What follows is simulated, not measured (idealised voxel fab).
This is a process module. Its name is voxel gate over fins.
Square cell edge 5 nm, section width 195 nm, ID cut.
Each cross-section below is a grid of square cells, stated as bands in top-down order, with one or more rows of cells making up each band. Read a band's entry like this: the first values are the height of its top and the height of its bottom in nm, and what follows is the sequence of materials from left to right, each with its width in nm. Note that "empty" is empty space, and that a single material marked "edge to edge" reaches across the band from edge to edge. Counting heights begins at 0, where everything beneath is, in the wafer as received, one material. The lowest band has no bottom; it goes on downwards, as "0 -> down" shows. It should be noted that a width expressed as "30 to 40" varies in equal increments from row to row of cells within the band, taking the value of the first number at the top row and that of the second number at the bottom row. What does "nothing changed" mean for a step? It means no cell of the cross-section changed in that step. Entry "Sealed internal cavities" = empty spaces >= 8 cells with no open way to the top; each as width x height at distance, distance from left edge, all nm. Where a step's line continues beyond its settings, the continuation is a remark by the simulator itself on that step. overlay nm, on a step with a mask: how far to the right of its planned place the mask lay; to the left if negative.

Steps in the process plan
1: RECEIVE: material Si
2: CONFORMAL_DEP: material SiN, thk nm 5
3: MASKED_ETCH: tone cover, mask id FINS, width nm 15, pitch nm 55, etch materials SiN, depth nm 5, overlay nm 0
4: MASKED_ETCH: tone cover, mask id FINS, width nm 15, pitch nm 55, etch materials Si, depth nm 35, overlay nm 0
5: FILL_DEP: material SiO2, thk nm 15
6: CMP: height nm 5
7: DIRECTIONAL_DEP: material aC, thk nm 15
8: PATTERN: tone open, mask id RAIL, material resist, width nm 15, thk nm 30, overlay nm 0
9: DIRECTIONAL_ETCH: etch materials aC, depth nm 15
10: STRIP: etch materials resist
11: DIRECTIONAL_ETCH: etch materials SiO2, depth nm 35
12: STRIP: etch materials aC
13: CONFORMAL_DEP: material TiN, thk nm 5
14: FILL_DEP: material W, thk nm 5
15: CMP: height nm 5
16: SELECTIVE_ETCH: etch materials W Ru TiN, depth nm 20
17: FILL_DEP: material SiO2, thk nm 5
18: CMP: height nm 5
19: SELECTIVE_ETCH: etch materials SiO2, depth nm 15
20: STRIP: etch materials SiN
21: CONFORMAL_DEP: material HfO2, thk nm 5
22: CONFORMAL_DEP: material TiN, thk nm 5
23: FILL_DEP: material W, thk nm 15
24: CMP: height nm 20
25: CONFORMAL_DEP: material SiCN, thk nm 5

First wafer of two (run as planned)

Cross-section, incoming material, after step 1
* 0 -> down = Si edge to edge
* Sealed internal cavities: none

Wafer after step 2 (cross-section)
* 5 -> 0 = SiN edge to edge
* Below a height of 0, the structure has not been altered.

Wafer after step 3 (cross-section)
* 5 -> 0 = 35 empty, 15 SiN, 40 empty, 15 SiN, 40 empty, 15 SiN, 35 empty
* Below a height of 0, the structure has not been altered.

Wafer after step 4 (cross-section)
* 5 -> 0 = 35 empty, 15 SiN, 40 empty, 15 SiN, 40 empty, 15 SiN, 35 empty
* 0 -> -35 = 35 empty, 15 Si, 40 empty, 15 Si, 40 empty, 15 Si, 35 empty
* Below a height of -35, the structure has not been altered.

Wafer after step 5 (cross-section)
* 20 -> 5 = SiO2 edge to edge
* 5 -> 0 = 35 SiO2, 15 SiN, 40 SiO2, 15 SiN, 40 SiO2, 15 SiN, 35 SiO2
* 0 -> -35 = 35 SiO2, 15 Si, 40 SiO2, 15 Si, 40 SiO2, 15 Si, 35 SiO2
* Below a height of -35, the structure has not been altered.

Wafer after step 6 (cross-section)
* 5 -> 0 = 35 SiO2, 15 SiN, 40 SiO2, 15 SiN, 40 SiO2, 15 SiN, 35 SiO2
* Below a height of 0, the structure has not been altered.

Wafer after step 7 (cross-section)
* 20 -> 5 = aC edge to edge
* Below a height of 5, the structure has not been altered.

Wafer after step 8 (cross-section)
* 50 -> 20 = 60 resist, 15 empty, 120 resist
* Below a height of 20, the structure has not been altered.

Wafer after step 9 (cross-section)
* 35 -> 20 = 60 resist, 15 empty, 120 resist
* 20 -> 5 = 60 aC, 15 empty, 120 aC
* Below a height of 5, the structure has not been altered.

Wafer after step 10 (cross-section)
* 20 -> 5 = 60 aC, 15 empty, 120 aC
* Below a height of 5, the structure has not been altered.

Wafer after step 11 (cross-section)
* 20 -> 5 = 60 aC, 15 empty, 120 aC
* 5 -> 0 = 35 SiO2, 15 SiN, 10 SiO2, 15 empty, 15 SiO2, 15 SiN, 40 SiO2, 15 SiN, 35 SiO2
* 0 -> -30 = 35 SiO2, 15 Si, 10 SiO2, 15 empty, 15 SiO2, 15 Si, 40 SiO2, 15 Si, 35 SiO2
* Below a height of -30, the structure has not been altered.

Wafer after step 12 (cross-section)
* 5 -> 0 = 35 SiO2, 15 SiN, 10 SiO2, 15 empty, 15 SiO2, 15 SiN, 40 SiO2, 15 SiN, 35 SiO2
* Below a height of 0, the structure has not been altered.

Wafer after step 13 (cross-section)
* 10 -> 5 = 65 TiN, 5 empty, 125 TiN
* 5 -> 0 = 35 SiO2, 15 SiN, 10 SiO2, 5 TiN, 5 empty, 5 TiN, 15 SiO2, 15 SiN, 40 SiO2, 15 SiN, 35 SiO2
* 0 -> -25 = 35 SiO2, 15 Si, 10 SiO2, 5 TiN, 5 empty, 5 TiN, 15 SiO2, 15 Si, 40 SiO2, 15 Si, 35 SiO2
* -25 -> -30 = 35 SiO2, 15 Si, 10 SiO2, 15 TiN, 15 SiO2, 15 Si, 40 SiO2, 15 Si, 35 SiO2
* Below a height of -30, the structure has not been altered.

Wafer after step 14 (cross-section)
* 15 -> 10 = W edge to edge
* 10 -> 5 = 65 TiN, 5 W, 125 TiN
* 5 -> 0 = 35 SiO2, 15 SiN, 10 SiO2, 5 TiN, 5 W, 5 TiN, 15 SiO2, 15 SiN, 40 SiO2, 15 SiN, 35 SiO2
* 0 -> -25 = 35 SiO2, 15 Si, 10 SiO2, 5 TiN, 5 W, 5 TiN, 15 SiO2, 15 Si, 40 SiO2, 15 Si, 35 SiO2
* Below a height of -25, the structure has not been altered.

Wafer after step 15 (cross-section)
* 5 -> 0 = 35 SiO2, 15 SiN, 10 SiO2, 5 TiN, 5 W, 5 TiN, 15 SiO2, 15 SiN, 40 SiO2, 15 SiN, 35 SiO2
* Below a height of 0, the structure has not been altered.

Wafer after step 16 (cross-section)
* 5 -> 0 = 35 SiO2, 15 SiN, 10 SiO2, 15 empty, 15 SiO2, 15 SiN, 40 SiO2, 15 SiN, 35 SiO2
* 0 -> -15 = 35 SiO2, 15 Si, 10 SiO2, 15 empty, 15 SiO2, 15 Si, 40 SiO2, 15 Si, 35 SiO2
* Below a height of -15, the structure has not been altered.

Wafer after step 17 (cross-section)
* 10 -> 5 = SiO2 edge to edge
* 5 -> 0 = 35 SiO2, 15 SiN, 40 SiO2, 15 SiN, 40 SiO2, 15 SiN, 35 SiO2
* 0 -> -15 = 35 SiO2, 15 Si, 40 SiO2, 15 Si, 40 SiO2, 15 Si, 35 SiO2
* Below a height of -15, the structure has not been altered.

Wafer after step 18 (cross-section)
* 5 -> 0 = 35 SiO2, 15 SiN, 40 SiO2, 15 SiN, 40 SiO2, 15 SiN, 35 SiO2
* Below a height of 0, the structure has not been altered.

Wafer after step 19 (cross-section)
* 5 -> 0 = 35 empty, 15 SiN, 40 empty, 15 SiN, 40 empty, 15 SiN, 35 empty
* 0 -> -10 = 35 empty, 15 Si, 40 empty, 15 Si, 40 empty, 15 Si, 35 empty
* Below a height of -10, the structure has not been altered.

Wafer after step 20 (cross-section)
* 0 -> -10 = 35 empty, 15 Si, 40 empty, 15 Si, 40 empty, 15 Si, 35 empty
* Below a height of -10, the structure has not been altered.

Wafer after step 21 (cross-section)
* 5 -> 0 = 30 empty, 25 HfO2, 30 empty, 25 HfO2, 30 empty, 25 HfO2, 30 empty
* 0 -> -5 = 30 empty, 5 HfO2, 15 Si, 5 HfO2, 30 empty, 5 HfO2, 15 Si, 5 HfO2, 30 empty, 5 HfO2, 15 Si, 5 HfO2, 30 empty
* -5 -> -10 = 35 HfO2, 15 Si, 40 HfO2, 15 Si, 40 HfO2, 15 Si, 35 HfO2
* Below a height of -10, the structure has not been altered.

Wafer after step 22 (cross-section)
* 10 -> 5 = 25 empty, 35 TiN, 20 empty, 35 TiN, 20 empty, 35 TiN, 25 empty
* 5 -> 0 = 25 empty, 5 TiN, 25 HfO2, 5 TiN, 20 empty, 5 TiN, 25 HfO2, 5 TiN, 20 empty, 5 TiN, 25 HfO2, 5 TiN, 25 empty
* 0 -> -5 = 30 TiN, 5 HfO2, 15 Si, 5 HfO2, 30 TiN, 5 HfO2, 15 Si, 5 HfO2, 30 TiN, 5 HfO2, 15 Si, 5 HfO2, 30 TiN
* Below a height of -5, the structure has not been altered.

Wafer after step 23 (cross-section)
* 25 -> 10 = W edge to edge
* 10 -> 5 = 25 W, 35 TiN, 20 W, 35 TiN, 20 W, 35 TiN, 25 W
* 5 -> 0 = 25 W, 5 TiN, 25 HfO2, 5 TiN, 20 W, 5 TiN, 25 HfO2, 5 TiN, 20 W, 5 TiN, 25 HfO2, 5 TiN, 25 W
* Below a height of 0, the structure has not been altered.

Wafer after step 24 (cross-section)
* 20 -> 10 = W edge to edge
* Below a height of 10, the structure has not been altered.

Wafer after step 25 (cross-section)
* 25 -> 20 = SiCN edge to edge
* Below a height of 20, the structure has not been altered.

Second of two: same start, same plan, one run error; steps up to and including 12 match the first

Here is the second wafer in cross-section at the point where step 13 of the plan should have been done
* 10 -> 5 = 65 SiO2, 5 empty, 125 SiO2
* 5 -> 0 = 35 SiO2, 15 SiN, 15 SiO2, 5 empty, 20 SiO2, 15 SiN, 40 SiO2, 15 SiN, 35 SiO2
* 0 -> -25 = 35 SiO2, 15 Si, 15 SiO2, 5 empty, 20 SiO2, 15 Si, 40 SiO2, 15 Si, 35 SiO2
* -25 -> -35 = 35 SiO2, 15 Si, 40 SiO2, 15 Si, 40 SiO2, 15 Si, 35 SiO2
* Below a height of -35, the structure has not been altered.

Here is the second wafer in cross-section at the point where step 14 of the plan should have been done
* 15 -> 10 = W edge to edge
* 10 -> 5 = 65 SiO2, 5 W, 125 SiO2
* 5 -> 0 = 35 SiO2, 15 SiN, 15 SiO2, 5 W, 20 SiO2, 15 SiN, 40 SiO2, 15 SiN, 35 SiO2
* 0 -> -25 = 35 SiO2, 15 Si, 15 SiO2, 5 W, 20 SiO2, 15 Si, 40 SiO2, 15 Si, 35 SiO2
* Below a height of -25, the structure has not been altered.

Here is the second wafer in cross-section at the point where step 15 of the plan should have been done
* 5 -> 0 = 35 SiO2, 15 SiN, 15 SiO2, 5 W, 20 SiO2, 15 SiN, 40 SiO2, 15 SiN, 35 SiO2
* Below a height of 0, the structure has not been altered.

Here is the second wafer in cross-section at the point where step 16 of the plan should have been done
* 5 -> 0 = 35 SiO2, 15 SiN, 15 SiO2, 5 empty, 20 SiO2, 15 SiN, 40 SiO2, 15 SiN, 35 SiO2
* 0 -> -15 = 35 SiO2, 15 Si, 15 SiO2, 5 empty, 20 SiO2, 15 Si, 40 SiO2, 15 Si, 35 SiO2
* Below a height of -15, the structure has not been altered.

Here is the second wafer in cross-section at the point where step 17 of the plan should have been done
* 10 -> 5 = SiO2 edge to edge
* 5 -> 0 = 35 SiO2, 15 SiN, 40 SiO2, 15 SiN, 40 SiO2, 15 SiN, 35 SiO2
* 0 -> -15 = 35 SiO2, 15 Si, 40 SiO2, 15 Si, 40 SiO2, 15 Si, 35 SiO2
* Below a height of -15, the structure has not been altered.

Here is the second wafer in cross-section at the point where step 18 of the plan should have been done
* 5 -> 0 = 35 SiO2, 15 SiN, 40 SiO2, 15 SiN, 40 SiO2, 15 SiN, 35 SiO2
* Below a height of 0, the structure has not been altered.

Here is the second wafer in cross-section at the point where step 19 of the plan should have been done
* 5 -> 0 = 35 empty, 15 SiN, 40 empty, 15 SiN, 40 empty, 15 SiN, 35 empty
* 0 -> -10 = 35 empty, 15 Si, 40 empty, 15 Si, 40 empty, 15 Si, 35 empty
* Below a height of -10, the structure has not been altered.

Here is the second wafer in cross-section at the point where step 20 of the plan should have been done
* 0 -> -10 = 35 empty, 15 Si, 40 empty, 15 Si, 40 empty, 15 Si, 35 empty
* Below a height of -10, the structure has not been altered.

Here is the second wafer in cross-section at the point where step 21 of the plan should have been done
* 5 -> 0 = 30 empty, 25 HfO2, 30 empty, 25 HfO2, 30 empty, 25 HfO2, 30 empty
* 0 -> -5 = 30 empty, 5 HfO2, 15 Si, 5 HfO2, 30 empty, 5 HfO2, 15 Si, 5 HfO2, 30 empty, 5 HfO2, 15 Si, 5 HfO2, 30 empty
* -5 -> -10 = 35 HfO2, 15 Si, 40 HfO2, 15 Si, 40 HfO2, 15 Si, 35 HfO2
* Below a height of -10, the structure has not been altered.

Here is the second wafer in cross-section at the point where step 22 of the plan should have been done
* 10 -> 5 = 25 empty, 35 TiN, 20 empty, 35 TiN, 20 empty, 35 TiN, 25 empty
* 5 -> 0 = 25 empty, 5 TiN, 25 HfO2, 5 TiN, 20 empty, 5 TiN, 25 HfO2, 5 TiN, 20 empty, 5 TiN, 25 HfO2, 5 TiN, 25 empty
* 0 -> -5 = 30 TiN, 5 HfO2, 15 Si, 5 HfO2, 30 TiN, 5 HfO2, 15 Si, 5 HfO2, 30 TiN, 5 HfO2, 15 Si, 5 HfO2, 30 TiN
* Below a height of -5, the structure has not been altered.

Here is the second wafer in cross-section at the point where step 23 of the plan should have been done
* 25 -> 10 = W edge to edge
* 10 -> 5 = 25 W, 35 TiN, 20 W, 35 TiN, 20 W, 35 TiN, 25 W
* 5 -> 0 = 25 W, 5 TiN, 25 HfO2, 5 TiN, 20 W, 5 TiN, 25 HfO2, 5 TiN, 20 W, 5 TiN, 25 HfO2, 5 TiN, 25 W
* Below a height of 0, the structure has not been altered.

Here is the second wafer in cross-section at the point where step 24 of the plan should have been done
* 20 -> 10 = W edge to edge
* Below a height of 10, the structure has not been altered.

Here is the second wafer in cross-section at the point where step 25 of the plan should have been done
* 25 -> 20 = SiCN edge to edge
* Below a height of 20, the structure has not been altered.
Deviation noted in wafer processing: step 13 deviated from plan and actually ran as CONFORMAL_DEP: material SiO2, thk nm 5
Final wafer comparison in cells, second versus first, more or fewer per material: SiO2: 7 more, TiN: 7 fewer
